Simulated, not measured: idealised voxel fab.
Proc. module: voxel wiring stack
285 nm wide, 5 nm square cells: that's cross-section cut.
How to read a cross-section here: the picture is a grid of square cells, written as bands going from the top down, and any band can span one or more rows of cells. Within each band entry, the heights of the top and of the bottom of the band appear first, in that order and in nm; the materials of the band then follow from left to right, each with its corresponding width in nm. The designation "edge to edge" on a single material indicates that it fills the band from edge to edge; the designation "air" indicates empty space. We count height from 0. Below that, the starting wafer is all one material. The lowest band never ends at the bottom but goes on down; see "top 0, no bottom" for how that is written. The expression "30->40" gives the width at the extremes of the band, the first number at its top row of cells and the second at its bottom row, with the width changing by equal amounts from each row to the next in between. For the purposes of this document, the phrase "remains unaltered" attached to a step denotes that no cell within the cross-section was modified by that step. Listed in "Internal closed voids": every empty space of 8 or more cells without an open way to the top. Form: width x height at distance, the distance being from the left edge, all in nm. Anything after a step's settings on that line? It's the simulator's own note about the step. overlay nm: mask offset rightward from planned place, masked step; negative means leftward offset. Structure of the following material. The material consists of pairs of cross-sections. Each pair comprises the cross-section before one process step and the cross-section after that step, the latter shown only down to the lowest band that changed. The step between the cross-sections is specified beneath each pair, including its settings. Pairs are not necessarily consecutive: they may derive from different runs of this module performed on the same starting wafer. Continuity with the pair above is to be assumed only where the entry headed "Before step" of the pair in question states it.

# Before step
- top 70, bottom 60  70 of SiO2, 20 of air, 20 of SiO2, 20 of air, 20 of SiO2, 20 of air, 20 of SiO2, 20 of air, 75 of SiO2
- top 60, bottom 50  75 of SiO2, 15 of air, 25 of SiO2, 15 of air, 25 of SiO2, 15 of air, 25 of SiO2, 15 of air, 75 of SiO2
- top 50, bottom 40  75 of SiO2, 10 of air, 30 of SiO2, 10 of air, 30 of SiO2, 10 of air, 30 of SiO2, 10 of air, 80 of SiO2
- top 40, bottom 35  75 of SiCN, 10 of air, 30 of SiCN, 10 of air, 30 of SiCN, 10 of air, 30 of SiCN, 10 of air, 80 of SiCN
- top 35, bottom 20  65 of SiO2, 5 of SiN, 20 of Ru, 5 of SiN, 10 of SiO2, 5 of SiN, 20 of Ru, 5 of SiN, 10 of SiO2, 5 of SiN, 20 of Ru, 5 of SiN, 10 of SiO2, 5 of SiN, 20 of Ru, 5 of SiN, 70 of SiO2
- top 20, bottom 15  70 of SiN, 20 of TiN, 20 of SiN, 20 of TiN, 20 of SiN, 20 of TiN, 20 of SiN, 20 of TiN, 75 of SiN
- top 15, bottom 0  SiO2 edge to edge
- top 0, no bottom  Si edge to edge
- Internal closed voids: none

# State After Step
- top 75, bottom 70  75 of TiN, 10 of air, 30 of TiN, 10 of air, 30 of TiN, 10 of air, 30 of TiN, 10 of air, 80 of TiN
- top 70, bottom 60  70 of SiO2, 5->10 of TiN, 10->5 of air, 5 of TiN, 20 of SiO2, 5->10 of TiN, 10->5 of air, 5 of TiN, 20 of SiO2, 5->10 of TiN, 10->5 of air, 5 of TiN, 20 of SiO2, 5->10 of TiN, 10->5 of air, 5 of TiN, 75 of SiO2
- top 60, bottom 55  75 of SiO2, 5 of TiN, 5 of air, 5 of TiN, 25 of SiO2, 5 of TiN, 5 of air, 5 of TiN, 25 of SiO2, 5 of TiN, 5 of air, 5 of TiN, 25 of SiO2, 5 of TiN, 5 of air, 5 of TiN, 75 of SiO2
- top 55, bottom 50  75 of SiO2, 15 of TiN, 25 of SiO2, 15 of TiN, 25 of SiO2, 15 of TiN, 25 of SiO2, 15 of TiN, 75 of SiO2
- top 50, bottom 40  75 of SiO2, 10 of TiN, 30 of SiO2, 10 of TiN, 30 of SiO2, 10 of TiN, 30 of SiO2, 10 of TiN, 80 of SiO2
- top 40, bottom 35  75 of SiCN, 10 of TiN, 30 of SiCN, 10 of TiN, 30 of SiCN, 10 of TiN, 30 of SiCN, 10 of TiN, 80 of SiCN
- For the remainder of the cross-section, below 35, there is no change.
- Internal closed voids: none
What process step lies between the two cross-sections above? op CONFORMAL_DEP | material TiN | thk nm 5

Before step: same picture as after in the pair right above, so we don't repeat it.

# State After Step
- top 85, bottom 75  Ru edge to edge
- top 75, bottom 70  75 of TiN, 10 of Ru, 30 of TiN, 10 of Ru, 30 of TiN, 10 of Ru, 30 of TiN, 10 of Ru, 80 of TiN
- top 70, bottom 60  70 of SiO2, 5->10 of TiN, 10->5 of Ru, 5 of TiN, 20 of SiO2, 5->10 of TiN, 10->5 of Ru, 5 of TiN, 20 of SiO2, 5->10 of TiN, 10->5 of Ru, 5 of TiN, 20 of SiO2, 5->10 of TiN, 10->5 of Ru, 5 of TiN, 75 of SiO2
- top 60, bottom 55  75 of SiO2, 5 of TiN, 5 of Ru, 5 of TiN, 25 of SiO2, 5 of TiN, 5 of Ru, 5 of TiN, 25 of SiO2, 5 of TiN, 5 of Ru, 5 of TiN, 25 of SiO2, 5 of TiN, 5 of Ru, 5 of TiN, 75 of SiO2
- For the remainder of the cross-section, below 55, there is no change.
- Internal closed voids: none
What process step lies between the two cross-sections above? op FILL_DEP | material Ru | thk nm 10

Before step: same picture as after in the pair right above, so we don't repeat it.

# State After Step
- top 70, bottom 60  70 of SiO2, 5->10 of TiN, 10->5 of Ru, 5 of TiN, 20 of SiO2, 5->10 of TiN, 10->5 of Ru, 5 of TiN, 20 of SiO2, 5->10 of TiN, 10->5 of Ru, 5 of TiN, 20 of SiO2, 5->10 of TiN, 10->5 of Ru, 5 of TiN, 75 of SiO2
- For the remainder of the cross-section, below 60, there is no change.
- Internal closed voids: none
What process step lies between the two cross-sections above? op CMP | height nm 70

Before step: same picture as after in the pair right above, so we don't repeat it.

# State After Step
- top 75, bottom 70  SiCN edge to edge
- For the remainder of the cross-section, below 70, there is no change.
- Internal closed voids: none
What process step lies between the two cross-sections above? op CONFORMAL_DEP | material SiCN | thk nm 5

# Before step
- top 70, bottom 40  SiO2 edge to edge
- top 40, bottom 35  SiCN edge to edge
- top 35, bottom 20  65 of SiO2, 5 of SiN, 20 of Ru, 5 of SiN, 10 of SiO2, 5 of SiN, 20 of Ru, 5 of SiN, 10 of SiO2, 5 of SiN, 20 of Ru, 5 of SiN, 10 of SiO2, 5 of SiN, 20 of Ru, 5 of SiN, 70 of SiO2
- top 20, bottom 15  70 of SiN, 20 of TiN, 20 of SiN, 20 of TiN, 20 of SiN, 20 of TiN, 20 of SiN, 20 of TiN, 75 of SiN
- top 15, bottom 0  SiO2 edge to edge
- top 0, no bottom  Si edge to edge
- Internal closed voids: none

# State After Step
- top 70, bottom 50  80 of SiO2, 20 of air, 20 of SiO2, 20 of air, 20 of SiO2, 20 of air, 20 of SiO2, 20 of air, 65 of SiO2
- For the remainder of the cross-section, below 50, there is no change.
- Internal closed voids: none
What process step lies between the two cross-sections above? op MASKED_ETCH | tone open | mask id METAL_2 | width nm 20 | pitch nm 40 | etch materials SiO2 | depth nm 20 | overlay nm 10

Before step: same picture as after in the pair right above, so we don't repeat it.

# State After Step
- top 70, bottom 60  70 of SiO2, 30 of air, 10 of SiO2, 30 of air, 10 of SiO2, 30 of air, 10 of SiO2, 30 of air, 65 of SiO2
- top 60, bottom 50  80 of SiO2, 20 of air, 20 of SiO2, 20 of air, 20 of SiO2, 20 of air, 20 of SiO2, 20 of air, 65 of SiO2
- top 50, bottom 40  80 of SiO2, 5 of air, 35 of SiO2, 5 of air, 35 of SiO2, 5 of air, 35 of SiO2, 5 of air, 80 of SiO2
- For the remainder of the cross-section, below 40, there is no change.
- Internal closed voids: none
What process step lies between the two cross-sections above? op MASKED_ETCH | tone open | mask id METAL_2_HOLES | width nm 15 | pitch nm 40 | etch materials SiO2 | depth nm 10 | overlay nm 0

Before step: same picture as after in the pair right above, so we don't repeat it.

# State After Step
- top 70, bottom 60  70 of SiO2, 30 of air, 10 of SiO2, 30 of air, 10 of SiO2, 30 of air, 10 of SiO2, 30 of air, 65 of SiO2
- top 60, bottom 50  80 of SiO2, 20 of air, 20 of SiO2, 20 of air, 20 of SiO2, 20 of air, 20 of SiO2, 20 of air, 65 of SiO2
- top 50, bottom 40  80 of SiO2, 5 of air, 35 of SiO2, 5 of air, 35 of SiO2, 5 of air, 35 of SiO2, 5 of air, 80 of SiO2
- top 40, bottom 35  80 of SiCN, 5 of air, 35 of SiCN, 5 of air, 35 of SiCN, 5 of air, 35 of SiCN, 5 of air, 80 of SiCN
- For the remainder of the cross-section, below 35, there is no change.
- Internal closed voids: none
What process step lies between the two cross-sections above? op MASKED_ETCH | tone open | mask id METAL_2_HOLES | width nm 15 | pitch nm 40 | etch materials SiCN | depth nm 5 | overlay nm 0

Before step: same picture as after in the pair right above, so we don't repeat it.

# State After Step
- top 75, bottom 70  75 of TiN, 20 of air, 20 of TiN, 20 of air, 20 of TiN, 20 of air, 20 of TiN, 20 of air, 70 of TiN
- top 70, bottom 60  70 of SiO2, 5->15 of TiN, 20->10 of air, 5 of TiN, 10 of SiO2, 5->15 of TiN, 20->10 of air, 5 of TiN, 10 of SiO2, 5->15 of TiN, 20->10 of air, 5 of TiN, 10 of SiO2, 5->15 of TiN, 20->10 of air, 5 of TiN, 65 of SiO2
- top 60, bottom 55  80 of SiO2, 5 of TiN, 10 of air, 5 of TiN, 20 of SiO2, 5 of TiN, 10 of air, 5 of TiN, 20 of SiO2, 5 of TiN, 10 of air, 5 of TiN, 20 of SiO2, 5 of TiN, 10 of air, 5 of TiN, 65 of SiO2
- top 55, bottom 50  80 of SiO2, 20 of TiN, 20 of SiO2, 20 of TiN, 20 of SiO2, 20 of TiN, 20 of SiO2, 20 of TiN, 65 of SiO2
- top 50, bottom 40  80 of SiO2, 5 of TiN, 35 of SiO2, 5 of TiN, 35 of SiO2, 5 of TiN, 35 of SiO2, 5 of TiN, 80 of SiO2
- top 40, bottom 35  80 of SiCN, 5 of TiN, 35 of SiCN, 5 of TiN, 35 of SiCN, 5 of TiN, 35 of SiCN, 5 of TiN, 80 of SiCN
- For the remainder of the cross-section, below 35, there is no change.
- Internal closed voids: none
What process step lies between the two cross-sections above? op CONFORMAL_DEP | material TiN | thk nm 5

Before step: same picture as after in the pair right above, so we don't repeat it.

# State After Step
- top 85, bottom 75  Ru edge to edge
- top 75, bottom 70  75 of TiN, 20 of Ru, 20 of TiN, 20 of Ru, 20 of TiN, 20 of Ru, 20 of TiN, 20 of Ru, 70 of TiN
- top 70, bottom 60  70 of SiO2, 5->15 of TiN, 20->10 of Ru, 5 of TiN, 10 of SiO2, 5->15 of TiN, 20->10 of Ru, 5 of TiN, 10 of SiO2, 5->15 of TiN, 20->10 of Ru, 5 of TiN, 10 of SiO2, 5->15 of TiN, 20->10 of Ru, 5 of TiN, 65 of SiO2
- top 60, bottom 55  80 of SiO2, 5 of TiN, 10 of Ru, 5 of TiN, 20 of SiO2, 5 of TiN, 10 of Ru, 5 of TiN, 20 of SiO2, 5 of TiN, 10 of Ru, 5 of TiN, 20 of SiO2, 5 of TiN, 10 of Ru, 5 of TiN, 65 of SiO2
- For the remainder of the cross-section, below 55, there is no change.
- Internal closed voids: none
What process step lies between the two cross-sections above? op FILL_DEP | material Ru | thk nm 10

Before step: same picture as after in the pair right above, so we don't repeat it.

# State After Step
- top 70, bottom 60  70 of SiO2, 5->15 of TiN, 20->10 of Ru, 5 of TiN, 10 of SiO2, 5->15 of TiN, 20->10 of Ru, 5 of TiN, 10 of SiO2, 5->15 of TiN, 20->10 of Ru, 5 of TiN, 10 of SiO2, 5->15 of TiN, 20->10 of Ru, 5 of TiN, 65 of SiO2
- For the remainder of the cross-section, below 60, there is no change.
- Internal closed voids: none
What process step lies between the two cross-sections above? op CMP | height nm 70

Before step: same picture as after in the pair right above, so we don't repeat it.

# State After Step
- top 75, bottom 70  SiCN edge to edge
- For the remainder of the cross-section, below 70, there is no change.
- Internal closed voids: none
What process step lies between the two cross-sections above? op CONFORMAL_DEP | material SiCN | thk nm 5

# Before step
- top 15, bottom 0  SiO2 edge to edge
- top 0, no bottom  Si edge to edge
- Internal closed voids: none

# State After Step
- top 20, bottom 15  SiN edge to edge
- For the remainder of the cross-section, below 15, there is no change.
- Internal closed voids: none
What process step lies between the two cross-sections above? op DIRECTIONAL_DEP | material SiN | thk nm 5

Before step: same picture as after in the pair right above, so we don't repeat it.

# State After Step
- top 35, bottom 20  Ru edge to edge
- For the remainder of the cross-section, below 20, there is no change.
- Internal closed voids: none
What process step lies between the two cross-sections above? op DIRECTIONAL_DEP | material Ru | thk nm 15

Before step: same picture as after in the pair right above, so we don't repeat it.

# State After Step
- top 35, bottom 20  70 of air, 20 of Ru, 20 of air, 20 of Ru, 20 of air, 20 of Ru, 20 of air, 20 of Ru, 75 of air
- For the remainder of the cross-section, below 20, there is no change.
- Internal closed voids: none
What process step lies between the two cross-sections above? op MASKED_ETCH | tone cover | mask id METAL_1 | width nm 20 | pitch nm 40 | etch materials Ru | depth nm 15 | overlay nm 0

Before step: same picture as after in the pair right above, so we don't repeat it.

# State After Step
- top 40, bottom 35  65 of air, 30 of SiN, 10 of air, 30 of SiN, 10 of air, 30 of SiN, 10 of air, 30 of SiN, 70 of air
- top 35, bottom 25  65 of air, 5 of SiN, 20 of Ru, 5 of SiN, 10 of air, 5 of SiN, 20 of Ru, 5 of SiN, 10 of air, 5 of SiN, 20 of Ru, 5 of SiN, 10 of air, 5 of SiN, 20 of Ru, 5 of SiN, 70 of air
- top 25, bottom 20  70 of SiN, 20 of Ru, 20 of SiN, 20 of Ru, 20 of SiN, 20 of Ru, 20 of SiN, 20 of Ru, 75 of SiN
- For the remainder of the cross-section, below 20, there is no change.
- Internal closed voids: none
What process step lies between the two cross-sections above? op CONFORMAL_DEP | material SiN | thk nm 5

Before step: same picture as after in the pair right above, so we don't repeat it.

# State After Step
- top 45, bottom 40  SiO2 edge to edge
- top 40, bottom 35  65 of SiO2, 30 of SiN, 10 of SiO2, 30 of SiN, 10 of SiO2, 30 of SiN, 10 of SiO2, 30 of SiN, 70 of SiO2
- top 35, bottom 25  65 of SiO2, 5 of SiN, 20 of Ru, 5 of SiN, 10 of SiO2, 5 of SiN, 20 of Ru, 5 of SiN, 10 of SiO2, 5 of SiN, 20 of Ru, 5 of SiN, 10 of SiO2, 5 of SiN, 20 of Ru, 5 of SiN, 70 of SiO2
- For the remainder of the cross-section, below 25, there is no change.
- Internal closed voids: none
What process step lies between the two cross-sections above? op FILL_DEP | material SiO2 | thk nm 5

Before step: same picture as after in the pair right above, so we don't repeat it.

# State After Step
- top 35, bottom 25  65 of SiO2, 5 of SiN, 20 of Ru, 5 of SiN, 10 of SiO2, 5 of SiN, 20 of Ru, 5 of SiN, 10 of SiO2, 5 of SiN, 20 of Ru, 5 of SiN, 10 of SiO2, 5 of SiN, 20 of Ru, 5 of SiN, 70 of SiO2
- For the remainder of the cross-section, below 25, there is no change.
- Internal closed voids: none
What process step lies between the two cross-sections above? op CMP | height nm 35

Before step: same picture as after in the pair right above, so we don't repeat it.

# State After Step
- top 40, bottom 35  SiCN edge to edge
- For the remainder of the cross-section, below 35, there is no change.
- Internal closed voids: none
What process step lies between the two cross-sections above? op CONFORMAL_DEP | material SiCN | thk nm 5

Before step: same picture as after in the pair right above, so we don't repeat it.

# State After Step
- top 70, bottom 40  SiO2 edge to edge
- For the remainder of the cross-section, below 40, there is no change.
- Internal closed voids: none
What process step lies between the two cross-sections above? op DIRECTIONAL_DEP | material SiO2 | thk nm 30

Before step: same picture as after in the pair right above, so we don't repeat it.

# State After Step
- top 70, bottom 50  70 of SiO2, 20 of air, 20 of SiO2, 20 of air, 20 of SiO2, 20 of air, 20 of SiO2, 20 of air, 75 of SiO2
- For the remainder of the cross-section, below 50, there is no change.
- Internal closed voids: none
What process step lies between the two cross-sections above? op MASKED_ETCH | tone open | mask id METAL_2 | width nm 20 | pitch nm 40 | etch materials SiO2 | depth nm 20 | overlay nm 0

Before step: same picture as after in the pair right above, so we don't repeat it.

# State After Step
- top 70, bottom 50  70 of SiO2, 20 of air, 20 of SiO2, 20 of air, 20 of SiO2, 20 of air, 20 of SiO2, 20 of air, 75 of SiO2
- top 50, bottom 40  70 of SiO2, 15 of air, 25 of SiO2, 15 of air, 25 of SiO2, 15 of air, 25 of SiO2, 15 of air, 80 of SiO2
- For the remainder of the cross-section, below 40, there is no change.
- Internal closed voids: none
What process step lies between the two cross-sections above? op MASKED_ETCH | tone open | mask id METAL_2_HOLES | width nm 15 | pitch nm 40 | etch materials SiO2 | depth nm 10 | overlay nm 0

Before step: same picture as after in the pair right above, so we don't repeat it.

# State After Step
- top 70, bottom 50  70 of SiO2, 20 of air, 20 of SiO2, 20 of air, 20 of SiO2, 20 of air, 20 of SiO2, 20 of air, 75 of SiO2
- top 50, bottom 40  70 of SiO2, 15 of air, 25 of SiO2, 15 of air, 25 of SiO2, 15 of air, 25 of SiO2, 15 of air, 80 of SiO2
- top 40, bottom 35  70 of SiCN, 15 of air, 25 of SiCN, 15 of air, 25 of SiCN, 15 of air, 25 of SiCN, 15 of air, 80 of SiCN
- For the remainder of the cross-section, below 35, there is no change.
- Internal closed voids: none
What process step lies between the two cross-sections above? op MASKED_ETCH | tone open | mask id METAL_2_HOLES | width nm 15 | pitch nm 40 | etch materials SiCN | depth nm 5 | overlay nm 0

Before step: same picture as after in the pair right above, so we don't repeat it.

# State After Step
- top 75, bottom 70  75 of TiN, 10 of air, 30 of TiN, 10 of air, 30 of TiN, 10 of air, 30 of TiN, 10 of air, 80 of TiN
- top 70, bottom 55  70 of SiO2, 5 of TiN, 10 of air, 5 of TiN, 20 of SiO2, 5 of TiN, 10 of air, 5 of TiN, 20 of SiO2, 5 of TiN, 10 of air, 5 of TiN, 20 of SiO2, 5 of TiN, 10 of air, 5 of TiN, 75 of SiO2
- top 55, bottom 50  70 of SiO2, 5 of TiN, 5 of air, 10 of TiN, 20 of SiO2, 5 of TiN, 5 of air, 10 of TiN, 20 of SiO2, 5 of TiN, 5 of air, 10 of TiN, 20 of SiO2, 5 of TiN, 5 of air, 10 of TiN, 75 of SiO2
- top 50, bottom 40  70 of SiO2, 5 of TiN, 5 of air, 5 of TiN, 25 of SiO2, 5 of TiN, 5 of air, 5 of TiN, 25 of SiO2, 5 of TiN, 5 of air, 5 of TiN, 25 of SiO2, 5 of TiN, 5 of air, 5 of TiN, 80 of SiO2
- top 40, bottom 35  70 of SiCN, 15 of TiN, 25 of SiCN, 15 of TiN, 25 of SiCN, 15 of TiN, 25 of SiCN, 15 of TiN, 80 of SiCN
- For the remainder of the cross-section, below 35, there is no change.
- Internal closed voids: none
What process step lies between the two cross-sections above? op CONFORMAL_DEP | material TiN | thk nm 5

Before step: same picture as after in the pair right above, so we don't repeat it.

# State After Step
- top 85, bottom 75  Ru edge to edge
- top 75, bottom 70  75 of TiN, 10 of Ru, 30 of TiN, 10 of Ru, 30 of TiN, 10 of Ru, 30 of TiN, 10 of Ru, 80 of TiN
- top 70, bottom 55  70 of SiO2, 5 of TiN, 10 of Ru, 5 of TiN, 20 of SiO2, 5 of TiN, 10 of Ru, 5 of TiN, 20 of SiO2, 5 of TiN, 10 of Ru, 5 of TiN, 20 of SiO2, 5 of TiN, 10 of Ru, 5 of TiN, 75 of SiO2
- top 55, bottom 50  70 of SiO2, 5 of TiN, 5 of Ru, 10 of TiN, 20 of SiO2, 5 of TiN, 5 of Ru, 10 of TiN, 20 of SiO2, 5 of TiN, 5 of Ru, 10 of TiN, 20 of SiO2, 5 of TiN, 5 of Ru, 10 of TiN, 75 of SiO2
- top 50, bottom 40  70 of SiO2, 5 of TiN, 5 of Ru, 5 of TiN, 25 of SiO2, 5 of TiN, 5 of Ru, 5 of TiN, 25 of SiO2, 5 of TiN, 5 of Ru, 5 of TiN, 25 of SiO2, 5 of TiN, 5 of Ru, 5 of TiN, 80 of SiO2
- For the remainder of the cross-section, below 40, there is no change.
- Internal closed voids: none
What process step lies between the two cross-sections above? op FILL_DEP | material Ru | thk nm 10

Before step: same picture as after in the pair right above, so we don't repeat it.

# State After Step
- top 70, bottom 55  70 of SiO2, 5 of TiN, 10 of Ru, 5 of TiN, 20 of SiO2, 5 of TiN, 10 of Ru, 5 of TiN, 20 of SiO2, 5 of TiN, 10 of Ru, 5 of TiN, 20 of SiO2, 5 of TiN, 10 of Ru, 5 of TiN, 75 of SiO2
- For the remainder of the cross-section, below 55, there is no change.
- Internal closed voids: none
What process step lies between the two cross-sections above? op CMP | height nm 70

Before step: same picture as after in the pair right above, so we don't repeat it.

# State After Step
- top 75, bottom 70  SiCN edge to edge
- For the remainder of the cross-section, below 70, there is no change.
- Internal closed voids: none
What process step lies between the two cross-sections above? op CONFORMAL_DEP | material SiCN | thk nm 5

# Before step
- top 35, bottom 20  Ru edge to edge
- top 20, bottom 15  TiN edge to edge
- top 15, bottom 0  SiO2 edge to edge
- top 0, no bottom  Si edge to edge
- Internal closed voids: none

# State After Step
- top 35, bottom 20  70 of Ru, 20 of air, 20 of Ru, 20 of air, 20 of Ru, 20 of air, 20 of Ru, 20 of air, 75 of Ru
- For the remainder of the cross-section, below 20, there is no change.
- Internal closed voids: none
What process step lies between the two cross-sections above? op MASKED_ETCH | tone open | mask id METAL_1 | width nm 20 | pitch nm 40 | etch materials Ru | depth nm 15 | overlay nm 0

Before step: same picture as after in the pair right above, so we don't repeat it.

# State After Step
- top 40, bottom 35  75 of SiN, 10 of air, 30 of SiN, 10 of air, 30 of SiN, 10 of air, 30 of SiN, 10 of air, 80 of SiN
- top 35, bottom 25  70 of Ru, 5 of SiN, 10 of air, 5 of SiN, 20 of Ru, 5 of SiN, 10 of air, 5 of SiN, 20 of Ru, 5 of SiN, 10 of air, 5 of SiN, 20 of Ru, 5 of SiN, 10 of air, 5 of SiN, 75 of Ru
- top 25, bottom 20  70 of Ru, 20 of SiN, 20 of Ru, 20 of SiN, 20 of Ru, 20 of SiN, 20 of Ru, 20 of SiN, 75 of Ru
- For the remainder of the cross-section, below 20, there is no change.
- Internal closed voids: none
What process step lies between the two cross-sections above? op CONFORMAL_DEP | material SiN | thk nm 5

Before step: same picture as after in the pair right above, so we don't repeat it.

# State After Step
- top 45, bottom 40  SiO2 edge to edge
- top 40, bottom 35  75 of SiN, 10 of SiO2, 30 of SiN, 10 of SiO2, 30 of SiN, 10 of SiO2, 30 of SiN, 10 of SiO2, 80 of SiN
- top 35, bottom 25  70 of Ru, 5 of SiN, 10 of SiO2, 5 of SiN, 20 of Ru, 5 of SiN, 10 of SiO2, 5 of SiN, 20 of Ru, 5 of SiN, 10 of SiO2, 5 of SiN, 20 of Ru, 5 of SiN, 10 of SiO2, 5 of SiN, 75 of Ru
- For the remainder of the cross-section, below 25, there is no change.
- Internal closed voids: none
What process step lies between the two cross-sections above? op FILL_DEP | material SiO2 | thk nm 5

Before step: same picture as after in the pair right above, so we don't repeat it.

# State After Step
- top 35, bottom 25  70 of Ru, 5 of SiN, 10 of SiO2, 5 of SiN, 20 of Ru, 5 of SiN, 10 of SiO2, 5 of SiN, 20 of Ru, 5 of SiN, 10 of SiO2, 5 of SiN, 20 of Ru, 5 of SiN, 10 of SiO2, 5 of SiN, 75 of Ru
- For the remainder of the cross-section, below 25, there is no change.
- Internal closed voids: none
What process step lies between the two cross-sections above? op CMP | height nm 35

Before step: same picture as after in the pair right above, so we don't repeat it.

# State After Step
- top 40, bottom 35  SiCN edge to edge
- For the remainder of the cross-section, below 35, there is no change.
- Internal closed voids: none
What process step lies between the two cross-sections above? op CONFORMAL_DEP | material SiCN | thk nm 5

Before step: same picture as after in the pair right above, so we don't repeat it.

# State After Step
- top 70, bottom 40  SiO2 edge to edge
- For the remainder of the cross-section, below 40, there is no change.
- Internal closed voids: none
What process step lies between the two cross-sections above? op DIRECTIONAL_DEP | material SiO2 | thk nm 30

Before step: same picture as after in the pair right above, so we don't repeat it.

# State After Step
- top 70, bottom 50  70 of SiO2, 20 of air, 20 of SiO2, 20 of air, 20 of SiO2, 20 of air, 20 of SiO2, 20 of air, 75 of SiO2
- For the remainder of the cross-section, below 50, there is no change.
- Internal closed voids: none
What process step lies between the two cross-sections above? op MASKED_ETCH | tone open | mask id METAL_2 | width nm 20 | pitch nm 40 | etch materials SiO2 | depth nm 20 | overlay nm 0

Before step: same picture as after in the pair right above, so we don't repeat it.

# State After Step
- top 70, bottom 50  70 of SiO2, 20 of air, 20 of SiO2, 20 of air, 20 of SiO2, 20 of air, 20 of SiO2, 20 of air, 75 of SiO2
- top 50, bottom 40  70 of SiO2, 15 of air, 25 of SiO2, 15 of air, 25 of SiO2, 15 of air, 25 of SiO2, 15 of air, 80 of SiO2
- For the remainder of the cross-section, below 40, there is no change.
- Internal closed voids: none
What process step lies between the two cross-sections above? op MASKED_ETCH | tone open | mask id METAL_2_HOLES | width nm 15 | pitch nm 40 | etch materials SiO2 | depth nm 10 | overlay nm 0

Before step: same picture as after in the pair right above, so we don't repeat it.

# State After Step
- top 70, bottom 50  70 of SiO2, 20 of air, 20 of SiO2, 20 of air, 20 of SiO2, 20 of air, 20 of SiO2, 20 of air, 75 of SiO2
- top 50, bottom 40  70 of SiO2, 15 of air, 25 of SiO2, 15 of air, 25 of SiO2, 15 of air, 25 of SiO2, 15 of air, 80 of SiO2
- top 40, bottom 35  70 of SiCN, 15 of air, 25 of SiCN, 15 of air, 25 of SiCN, 15 of air, 25 of SiCN, 15 of air, 80 of SiCN
- For the remainder of the cross-section, below 35, there is no change.
- Internal closed voids: none
What process step lies between the two cross-sections above? op MASKED_ETCH | tone open | mask id METAL_2_HOLES | width nm 15 | pitch nm 40 | etch materials SiCN | depth nm 5 | overlay nm 0

Before step: same picture as after in the pair right above, so we don't repeat it.

# State After Step
- top 75, bottom 70  75 of TiN, 10 of air, 30 of TiN, 10 of air, 30 of TiN, 10 of air, 30 of TiN, 10 of air, 80 of TiN
- top 70, bottom 55  70 of SiO2, 5 of TiN, 10 of air, 5 of TiN, 20 of SiO2, 5 of TiN, 10 of air, 5 of TiN, 20 of SiO2, 5 of TiN, 10 of air, 5 of TiN, 20 of SiO2, 5 of TiN, 10 of air, 5 of TiN, 75 of SiO2
- top 55, bottom 50  70 of SiO2, 5 of TiN, 5 of air, 10 of TiN, 20 of SiO2, 5 of TiN, 5 of air, 10 of TiN, 20 of SiO2, 5 of TiN, 5 of air, 10 of TiN, 20 of SiO2, 5 of TiN, 5 of air, 10 of TiN, 75 of SiO2
- top 50, bottom 40  70 of SiO2, 5 of TiN, 5 of air, 5 of TiN, 25 of SiO2, 5 of TiN, 5 of air, 5 of TiN, 25 of SiO2, 5 of TiN, 5 of air, 5 of TiN, 25 of SiO2, 5 of TiN, 5 of air, 5 of TiN, 80 of SiO2
- top 40, bottom 35  70 of SiCN, 15 of TiN, 25 of SiCN, 15 of TiN, 25 of SiCN, 15 of TiN, 25 of SiCN, 15 of TiN, 80 of SiCN
- For the remainder of the cross-section, below 35, there is no change.
- Internal closed voids: none
What process step lies between the two cross-sections above? op CONFORMAL_DEP | material TiN | thk nm 5

Before step: same picture as after in the pair right above, so we don't repeat it.

# State After Step
- top 85, bottom 75  Ru edge to edge
- top 75, bottom 70  75 of TiN, 10 of Ru, 30 of TiN, 10 of Ru, 30 of TiN, 10 of Ru, 30 of TiN, 10 of Ru, 80 of TiN
- top 70, bottom 55  70 of SiO2, 5 of TiN, 10 of Ru, 5 of TiN, 20 of SiO2, 5 of TiN, 10 of Ru, 5 of TiN, 20 of SiO2, 5 of TiN, 10 of Ru, 5 of TiN, 20 of SiO2, 5 of TiN, 10 of Ru, 5 of TiN, 75 of SiO2
- top 55, bottom 50  70 of SiO2, 5 of TiN, 5 of Ru, 10 of TiN, 20 of SiO2, 5 of TiN, 5 of Ru, 10 of TiN, 20 of SiO2, 5 of TiN, 5 of Ru, 10 of TiN, 20 of SiO2, 5 of TiN, 5 of Ru, 10 of TiN, 75 of SiO2
- top 50, bottom 40  70 of SiO2, 5 of TiN, 5 of Ru, 5 of TiN, 25 of SiO2, 5 of TiN, 5 of Ru, 5 of TiN, 25 of SiO2, 5 of TiN, 5 of Ru, 5 of TiN, 25 of SiO2, 5 of TiN, 5 of Ru, 5 of TiN, 80 of SiO2
- For the remainder of the cross-section, below 40, there is no change.
- Internal closed voids: none
What process step lies between the two cross-sections above? op FILL_DEP | material Ru | thk nm 10

Before step: same picture as after in the pair right above, so we don't repeat it.

# State After Step
- top 70, bottom 55  70 of SiO2, 5 of TiN, 10 of Ru, 5 of TiN, 20 of SiO2, 5 of TiN, 10 of Ru, 5 of TiN, 20 of SiO2, 5 of TiN, 10 of Ru, 5 of TiN, 20 of SiO2, 5 of TiN, 10 of Ru, 5 of TiN, 75 of SiO2
- For the remainder of the cross-section, below 55, there is no change.
- Internal closed voids: none
What process step lies between the two cross-sections above? op CMP | height nm 70

Before step: same picture as after in the pair right above, so we don't repeat it.

# State After Step
- top 75, bottom 70  SiCN edge to edge
- For the remainder of the cross-section, below 70, there is no change.
- Internal closed voids: none
What process step lies between the two cross-sections above? op CONFORMAL_DEP | material SiCN | thk nm 5
